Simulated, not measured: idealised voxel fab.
Proc. module: voxel ribs on slabs
Section cut is 290 nm wide and gridded with 5 nm square cells.
This document writes a cross-section as a grid whose cells are square, and gives it as bands, listed from the top down; one or more rows of cells form a band.
Top height, bottom height, nm. Materials left to right, width each, nm. Single material + "full width" = fills band edge to edge. "blank" = empty.
Beneath 0, the wafer as received is one material, and that level is where height counting begins. The lowest band goes on downward without a bottom; it is written like "0..down".
Graded width ("30..40"): value in top row of band = first number; value in bottom row = second number; row-to-row change constant.
Step marked "no change"? Then no cell in the cross-section changed in it.
This entry, "Closed void listing", enumerates those empty regions of no fewer than 8 cells that possess no open connection to the top. Each region is reported in the form width x height at distance, the distance being taken from the left edge, with all three quantities expressed in nm.
Note: text after step settings on the step line = simulator remark on that step.
Steps that use a mask can have "overlay nm" on their line. It says how far the mask sat to the right of where it was meant to be. Negative means to the left.
So here's the lineup of process steps we planned
1) RECEIVE with material Si
2) DIRECTIONAL_DEP with material SiO2, thk nm 20
3) DIRECTIONAL_DEP with material polySi, thk nm 15
4) MASKED_ETCH with tone cover, mask id RIB, width nm 20, etch materials polySi, depth nm 10, overlay nm 0
5) MASKED_ETCH with tone cover, mask id SLAB, width nm 60, etch materials polySi, depth nm 5, overlay nm 0
6) FILL_DEP with material SiO2, thk nm 25
7) CMP with height nm 55
8) DIRECTIONAL_DEP with material TiN, thk nm 10
9) DIRECTIONAL_DEP with material aC, thk nm 15
10) PATTERN with tone cover, mask id HEATER, material resist, width nm 30, thk nm 30, overlay nm 0
11) DIRECTIONAL_ETCH with etch materials aC, depth nm 15
12) STRIP with etch materials resist
13) DIRECTIONAL_ETCH with etch materials TiN, depth nm 10
14) STRIP with etch materials aC
15) CONFORMAL_DEP with material SiO2, thk nm 5
As-received state of the wafer in cross-section, equivalent to post-step 1
0..down  Si full width
Closed void listing: none
Cross-sectional result after module completion. Note: starting condition and plan are unchanged from above; one processing mistake was made
70..65  blank=125 | SiO2=40 | blank=125
65..60  blank=125 | SiO2=5 | TiN=30 | SiO2=5 | blank=125
60..55  SiO2=130 | TiN=30 | SiO2=130
55..35  SiO2 full width
35..25  SiO2=135 | polySi=25 | SiO2=130
25..20  SiO2=115 | polySi=60 | SiO2=115
20..0  SiO2 full width
0..down  Si full width
Closed void listing: none
What broke from the plan during processing? step 4 deviated from plan and actually ran as MASKED_ETCH with tone cover, mask id RIB, width nm 25, etch materials polySi, depth nm 10, overlay nm 0
